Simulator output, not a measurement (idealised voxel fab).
This section sets out a process module, namely voxel self aligned contacts.
Square cells of 5 nm make up the cross-section cut, whose width is 230 nm.
Cross-section spec: square-cell grid; bands listed top down; each band is one or more rows. Quick guide to a band line: top height, bottom height (nm) up front; then every material left to right with its width in nm. Only one material and it's marked "throughout"? Then it fills the band edge to edge. And "air" just means empty space. Heights are reckoned from 0. Under this level, the received wafer is all of one material. The bottommost band is open-ended downward, for example "0 down". A two-number width, for instance "30 to 40", indicates that the width is equal to the first number in the top row of the band and to the second number in the bottom row, and that it changes by a constant amount per row of cells. Basically "nothing different" means that step didn't change any cell in the cross-section. This entry, "Voids, sealed", enumerates those empty regions of no fewer than 8 cells that possess no open connection to the top. Each region is reported in the form width x height at distance, the distance being taken from the left edge, with all three quantities expressed in nm. Whatever follows a step's settings on its line is a remark the simulator itself makes about that step. "overlay nm" denotes, for a step that has a mask, the displacement of the mask to the right of its planned place, with negative values corresponding to the left.
### Intended process steps
1,RECEIVE with material Si
2,OXIDIZE with depth nm 5
3,DIRECTIONAL_DEP with material polySi, thk nm 20
4,DIRECTIONAL_DEP with material SiN, thk nm 25
5,PATTERN with tone cover, mask id GATE, material resist, width nm 35, pitch nm 70, thk nm 15, overlay nm 0
6,DIRECTIONAL_ETCH with etch materials SiN, depth nm 25
7,DIRECTIONAL_ETCH with etch materials polySi, depth nm 20
8,STRIP with etch materials resist
9,CONFORMAL_DEP with material SiN, thk nm 10
10,DIRECTIONAL_ETCH with etch materials SiN, depth nm 10
11,FILL_DEP with material SiO2, thk nm 10
12,CMP with height nm 50
13,DIRECTIONAL_DEP with material aC, thk nm 15
14,PATTERN with tone open, mask id CONTACT, material resist, width nm 55, pitch nm 70, thk nm 35, overlay nm 0
15,DIRECTIONAL_ETCH with etch materials aC, depth nm 15
16,STRIP with etch materials resist
17,DIRECTIONAL_ETCH with etch materials SiO2, depth nm 55
18,STRIP with etch materials aC
19,CONFORMAL_DEP with material TiN, thk nm 5
20,FILL_DEP with material W, thk nm 5
21,CMP with height nm 50
22,CONFORMAL_DEP with material SiN, thk nm 5
### The first wafer of two, processed as planned
### As received (post step 1): cross-section
> 0 down = Si throughout
> Voids, sealed: none
### You're looking at a cross-section of the wafer after step 2
> 0 to -5 = SiO2 throughout
> Anything lower than -5 is untouched.
### You're looking at a cross-section of the wafer after step 3
> 20 to 0 = polySi throughout
> Anything lower than 0 is untouched.
### You're looking at a cross-section of the wafer after step 4
> 45 to 20 = SiN throughout
> Anything lower than 20 is untouched.
### You're looking at a cross-section of the wafer after step 5
> 60 to 45 = 25 air  35 resist  35 air  35 resist  35 air  35 resist  30 air
> Anything lower than 45 is untouched.
### You're looking at a cross-section of the wafer after step 6
> 60 to 45 = 25 air  35 resist  35 air  35 resist  35 air  35 resist  30 air
> 45 to 20 = 25 air  35 SiN  35 air  35 SiN  35 air  35 SiN  30 air
> Anything lower than 20 is untouched.
### You're looking at a cross-section of the wafer after step 7
> 60 to 45 = 25 air  35 resist  35 air  35 resist  35 air  35 resist  30 air
> 45 to 20 = 25 air  35 SiN  35 air  35 SiN  35 air  35 SiN  30 air
> 20 to 0 = 25 air  35 polySi  35 air  35 polySi  35 air  35 polySi  30 air
> Anything lower than 0 is untouched.
### You're looking at a cross-section of the wafer after step 8
> 45 to 20 = 25 air  35 SiN  35 air  35 SiN  35 air  35 SiN  30 air
> Anything lower than 20 is untouched.
### You're looking at a cross-section of the wafer after step 9
> 55 to 20 = 15 air  55 SiN  15 air  55 SiN  15 air  55 SiN  20 air
> 20 to 10 = 15 air  10 SiN  35 polySi  10 SiN  15 air  10 SiN  35 polySi  10 SiN  15 air  10 SiN  35 polySi  10 SiN  20 air
> 10 to 0 = 25 SiN  35 polySi  35 SiN  35 polySi  35 SiN  35 polySi  30 SiN
> Anything lower than 0 is untouched.
### You're looking at a cross-section of the wafer after step 10
> 45 to 20 = 15 air  55 SiN  15 air  55 SiN  15 air  55 SiN  20 air
> 20 to 0 = 15 air  10 SiN  35 polySi  10 SiN  15 air  10 SiN  35 polySi  10 SiN  15 air  10 SiN  35 polySi  10 SiN  20 air
> Anything lower than 0 is untouched.
### You're looking at a cross-section of the wafer after step 11
> 55 to 45 = SiO2 throughout
> 45 to 20 = 15 SiO2  55 SiN  15 SiO2  55 SiN  15 SiO2  55 SiN  20 SiO2
> 20 to 0 = 15 SiO2  10 SiN  35 polySi  10 SiN  15 SiO2  10 SiN  35 polySi  10 SiN  15 SiO2  10 SiN  35 polySi  10 SiN  20 SiO2
> Anything lower than 0 is untouched.
### You're looking at a cross-section of the wafer after step 12
> 50 to 45 = SiO2 throughout
> Anything lower than 45 is untouched.
### You're looking at a cross-section of the wafer after step 13
> 65 to 50 = aC throughout
> Anything lower than 50 is untouched.
### You're looking at a cross-section of the wafer after step 14
> 100 to 65 = 50 resist  55 air  15 resist  55 air  55 resist
> Anything lower than 65 is untouched.
### You're looking at a cross-section of the wafer after step 15
> 85 to 65 = 50 resist  55 air  15 resist  55 air  55 resist
> 65 to 50 = 50 aC  55 air  15 aC  55 air  55 aC
> Anything lower than 50 is untouched.
### You're looking at a cross-section of the wafer after step 16
> 65 to 50 = 50 aC  55 air  15 aC  55 air  55 aC
> Anything lower than 50 is untouched.
### You're looking at a cross-section of the wafer after step 17
> 65 to 50 = 50 aC  55 air  15 aC  55 air  55 aC
> 50 to 45 = 50 SiO2  55 air  15 SiO2  55 air  55 SiO2
> 45 to 20 = 15 SiO2  55 SiN  15 air  55 SiN  15 air  55 SiN  20 SiO2
> 20 to 0 = 15 SiO2  10 SiN  35 polySi  10 SiN  15 air  10 SiN  35 polySi  10 SiN  15 air  10 SiN  35 polySi  10 SiN  20 SiO2
> 0 to -5 = 70 SiO2  15 air  55 SiO2  15 air  75 SiO2
> Anything lower than -5 is untouched.
### You're looking at a cross-section of the wafer after step 18
> 50 to 45 = 50 SiO2  55 air  15 SiO2  55 air  55 SiO2
> Anything lower than 45 is untouched.
### You're looking at a cross-section of the wafer after step 19
> 55 to 50 = 55 TiN  45 air  25 TiN  45 air  60 TiN
> 50 to 45 = 50 SiO2  25 TiN  5 air  25 TiN  15 SiO2  25 TiN  5 air  25 TiN  55 SiO2
> 45 to 20 = 15 SiO2  55 SiN  5 TiN  5 air  5 TiN  55 SiN  5 TiN  5 air  5 TiN  55 SiN  20 SiO2
> 20 to 0 = 15 SiO2  10 SiN  35 polySi  10 SiN  5 TiN  5 air  5 TiN  10 SiN  35 polySi  10 SiN  5 TiN  5 air  5 TiN  10 SiN  35 polySi  10 SiN  20 SiO2
> 0 to -5 = 70 SiO2  15 TiN  55 SiO2  15 TiN  75 SiO2
> Anything lower than -5 is untouched.
### You're looking at a cross-section of the wafer after step 20
> 60 to 55 = W throughout
> 55 to 50 = 55 TiN  45 W  25 TiN  45 W  60 TiN
> 50 to 45 = 50 SiO2  25 TiN  5 W  25 TiN  15 SiO2  25 TiN  5 W  25 TiN  55 SiO2
> 45 to 20 = 15 SiO2  55 SiN  5 TiN  5 W  5 TiN  55 SiN  5 TiN  5 W  5 TiN  55 SiN  20 SiO2
> 20 to 0 = 15 SiO2  10 SiN  35 polySi  10 SiN  5 TiN  5 W  5 TiN  10 SiN  35 polySi  10 SiN  5 TiN  5 W  5 TiN  10 SiN  35 polySi  10 SiN  20 SiO2
> Anything lower than 0 is untouched.
### You're looking at a cross-section of the wafer after step 21
> 50 to 45 = 50 SiO2  25 TiN  5 W  25 TiN  15 SiO2  25 TiN  5 W  25 TiN  55 SiO2
> Anything lower than 45 is untouched.
### You're looking at a cross-section of the wafer after step 22
> 55 to 50 = SiN throughout
> Anything lower than 50 is untouched.
### Second wafer. Start and plan as for the first. One mistake made in running. Agrees with the first up to and including step 1
Second wafer, section view, time point: scheduled end of step 2: nothing different
### Second wafer, section view, time point: scheduled end of step 3
> 20 to 0 = polySi throughout
> Anything lower than 0 is untouched.
### Second wafer, section view, time point: scheduled end of step 4
> 45 to 20 = SiN throughout
> Anything lower than 20 is untouched.
### Second wafer, section view, time point: scheduled end of step 5
> 60 to 45 = 25 air  35 resist  35 air  35 resist  35 air  35 resist  30 air
> Anything lower than 45 is untouched.
### Second wafer, section view, time point: scheduled end of step 6
> 60 to 45 = 25 air  35 resist  35 air  35 resist  35 air  35 resist  30 air
> 45 to 20 = 25 air  35 SiN  35 air  35 SiN  35 air  35 SiN  30 air
> Anything lower than 20 is untouched.
### Second wafer, section view, time point: scheduled end of step 7
> 60 to 45 = 25 air  35 resist  35 air  35 resist  35 air  35 resist  30 air
> 45 to 20 = 25 air  35 SiN  35 air  35 SiN  35 air  35 SiN  30 air
> 20 to 0 = 25 air  35 polySi  35 air  35 polySi  35 air  35 polySi  30 air
> Anything lower than 0 is untouched.
### Second wafer, section view, time point: scheduled end of step 8
> 45 to 20 = 25 air  35 SiN  35 air  35 SiN  35 air  35 SiN  30 air
> Anything lower than 20 is untouched.
### Second wafer, section view, time point: scheduled end of step 9
> 55 to 20 = 15 air  55 SiN  15 air  55 SiN  15 air  55 SiN  20 air
> 20 to 10 = 15 air  10 SiN  35 polySi  10 SiN  15 air  10 SiN  35 polySi  10 SiN  15 air  10 SiN  35 polySi  10 SiN  20 air
> 10 to 0 = 25 SiN  35 polySi  35 SiN  35 polySi  35 SiN  35 polySi  30 SiN
> Anything lower than 0 is untouched.
### Second wafer, section view, time point: scheduled end of step 10
> 45 to 20 = 15 air  55 SiN  15 air  55 SiN  15 air  55 SiN  20 air
> 20 to 0 = 15 air  10 SiN  35 polySi  10 SiN  15 air  10 SiN  35 polySi  10 SiN  15 air  10 SiN  35 polySi  10 SiN  20 air
> Anything lower than 0 is untouched.
### Second wafer, section view, time point: scheduled end of step 11
> 55 to 45 = SiO2 throughout
> 45 to 20 = 15 SiO2  55 SiN  15 SiO2  55 SiN  15 SiO2  55 SiN  20 SiO2
> 20 to 0 = 15 SiO2  10 SiN  35 polySi  10 SiN  15 SiO2  10 SiN  35 polySi  10 SiN  15 SiO2  10 SiN  35 polySi  10 SiN  20 SiO2
> Anything lower than 0 is untouched.
### Second wafer, section view, time point: scheduled end of step 12
> 50 to 45 = SiO2 throughout
> Anything lower than 45 is untouched.
### Second wafer, section view, time point: scheduled end of step 13
> 65 to 50 = aC throughout
> Anything lower than 50 is untouched.
### Second wafer, section view, time point: scheduled end of step 14
> 100 to 65 = 50 resist  55 air  15 resist  55 air  55 resist
> Anything lower than 65 is untouched.
### Second wafer, section view, time point: scheduled end of step 15
> 85 to 65 = 50 resist  55 air  15 resist  55 air  55 resist
> 65 to 50 = 50 aC  55 air  15 aC  55 air  55 aC
> Anything lower than 50 is untouched.
### Second wafer, section view, time point: scheduled end of step 16
> 65 to 50 = 50 aC  55 air  15 aC  55 air  55 aC
> Anything lower than 50 is untouched.
### Second wafer, section view, time point: scheduled end of step 17
> 65 to 50 = 50 aC  55 air  15 aC  55 air  55 aC
> 50 to 45 = 50 SiO2  55 air  15 SiO2  55 air  55 SiO2
> 45 to 20 = 15 SiO2  55 SiN  15 air  55 SiN  15 air  55 SiN  20 SiO2
> 20 to 0 = 15 SiO2  10 SiN  35 polySi  10 SiN  15 air  10 SiN  35 polySi  10 SiN  15 air  10 SiN  35 polySi  10 SiN  20 SiO2
> Anything lower than 0 is untouched.
### Second wafer, section view, time point: scheduled end of step 18
> 50 to 45 = 50 SiO2  55 air  15 SiO2  55 air  55 SiO2
> Anything lower than 45 is untouched.
### Second wafer, section view, time point: scheduled end of step 19
> 55 to 50 = 55 TiN  45 air  25 TiN  45 air  60 TiN
> 50 to 45 = 50 SiO2  25 TiN  5 air  25 TiN  15 SiO2  25 TiN  5 air  25 TiN  55 SiO2
> 45 to 20 = 15 SiO2  55 SiN  5 TiN  5 air  5 TiN  55 SiN  5 TiN  5 air  5 TiN  55 SiN  20 SiO2
> 20 to 5 = 15 SiO2  10 SiN  35 polySi  10 SiN  5 TiN  5 air  5 TiN  10 SiN  35 polySi  10 SiN  5 TiN  5 air  5 TiN  10 SiN  35 polySi  10 SiN  20 SiO2
> 5 to 0 = 15 SiO2  10 SiN  35 polySi  10 SiN  15 TiN  10 SiN  35 polySi  10 SiN  15 TiN  10 SiN  35 polySi  10 SiN  20 SiO2
> Anything lower than 0 is untouched.
### Second wafer, section view, time point: scheduled end of step 20
> 60 to 55 = W throughout
> 55 to 50 = 55 TiN  45 W  25 TiN  45 W  60 TiN
> 50 to 45 = 50 SiO2  25 TiN  5 W  25 TiN  15 SiO2  25 TiN  5 W  25 TiN  55 SiO2
> 45 to 20 = 15 SiO2  55 SiN  5 TiN  5 W  5 TiN  55 SiN  5 TiN  5 W  5 TiN  55 SiN  20 SiO2
> 20 to 5 = 15 SiO2  10 SiN  35 polySi  10 SiN  5 TiN  5 W  5 TiN  10 SiN  35 polySi  10 SiN  5 TiN  5 W  5 TiN  10 SiN  35 polySi  10 SiN  20 SiO2
> Anything lower than 5 is untouched.
### Second wafer, section view, time point: scheduled end of step 21
> 50 to 45 = 50 SiO2  25 TiN  5 W  25 TiN  15 SiO2  25 TiN  5 W  25 TiN  55 SiO2
> Anything lower than 45 is untouched.
### Second wafer, section view, time point: scheduled end of step 22
> 55 to 50 = SiN throughout
> Anything lower than 50 is untouched.
What was done differently from what was planned? plan step 2 was not performed, having been skipped
Wafer comparison, final, in cells, second relative to first, materials more or fewer: Si: 46 more; SiO2: 40 fewer; TiN: 4 fewer; W: 2 fewer
